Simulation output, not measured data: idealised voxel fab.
process module | voxel ribs on slabs
cross-section cut | 150 nm wide | cells 5 nm
A cross-section is a grid of square cells, given in bands from the top down. A band is one or more rows of cells.
Each band's line starts with the height of the band's top and of its bottom, in nm. Then come its materials from left to right, each with its width in nm. One material with "throughout" fills the band from edge to edge. "air" is empty space.
Height 0 is the level under which the wafer as received is all one material. The lowest band goes on downwards, as in "0 down".
A width such as "30 to 40" changes by the same amount from each row of cells to the next, from the band's top row to its bottom row.
"no change" after a step means that no cell of the cross-section changed.
closed voids: empty space of 8 cells or more with no open way to the top, each as width x height at its distance from the left edge, in nm
after a step's settings: what the simulator itself notes on the step
overlay nm, on a step with a mask: how far to the right of its planned place the mask lay; to the left if negative
plan
1 op RECEIVE | material Si
2 op DIRECTIONAL_DEP | material SiO2 | thk nm 30
3 op DIRECTIONAL_DEP | material SiN | thk nm 15
4 op MASKED_ETCH | tone cover | mask id RIB | width nm 20 | etch materials SiN | depth nm 5 | overlay nm 0
5 op PATTERN | tone cover | mask id SLAB | material resist | width nm 60 | thk nm 20 | overlay nm 0
6 op DIRECTIONAL_ETCH | etch materials SiN | depth nm 10
7 op STRIP | etch materials resist
8 op FILL_DEP | material SiO2 | thk nm 20
9 op CMP | height nm 55
10 op DIRECTIONAL_DEP | material TiN | thk nm 10
11 op MASKED_ETCH | tone cover | mask id HEATER | width nm 40 | etch materials TiN | depth nm 10 | overlay nm 0
12 op CONFORMAL_DEP | material SiO2 | thk nm 5
varied across the wafers: width nm of step 4. The plan shows the first wafer's value. All wafers start alike
first wafer as received, after step 1
  0 down: Si throughout
  closed voids: none
first wafer at the end, after step 12
  70 to 65: air 50 | SiO2 50 | air 50
  65 to 60: air 50 | SiO2 5 | TiN 40 | SiO2 5 | air 50
  60 to 55: SiO2 55 | TiN 40 | SiO2 55
  55 to 45: SiO2 throughout
  45 to 40: SiO2 65 | SiN 20 | SiO2 65
  40 to 30: SiO2 45 | SiN 60 | SiO2 45
  30 to 0: SiO2 throughout
  0 down: Si throughout
  closed voids: none
last wafer at the end
  70 to 65: air 50 | SiO2 50 | air 50
  65 to 60: air 50 | SiO2 5 | TiN 40 | SiO2 5 | air 50
  60 to 55: SiO2 55 | TiN 40 | SiO2 55
  55 to 45: SiO2 throughout
  45 to 40: SiO2 55 | SiN 45 | SiO2 50
  40 to 30: SiO2 45 | SiN 60 | SiO2 45
  30 to 0: SiO2 throughout
  0 down: Si throughout
  closed voids: none
each wafer at the end: cells of each material gained (+) or lost (-) since it was received, then its closed voids
width nm 20 | +28 SiN | +336 SiO2 | +16 TiN | closed voids: none
width nm 25 | +29 SiN | +335 SiO2 | +16 TiN | closed voids: none
width nm 30 | +30 SiN | +334 SiO2 | +16 TiN | closed voids: none
width nm 35 | +31 SiN | +333 SiO2 | +16 TiN | closed voids: none
width nm 40 | +32 SiN | +332 SiO2 | +16 TiN | closed voids: none
width nm 45 | +33 SiN | +331 SiO2 | +16 TiN | closed voids: none
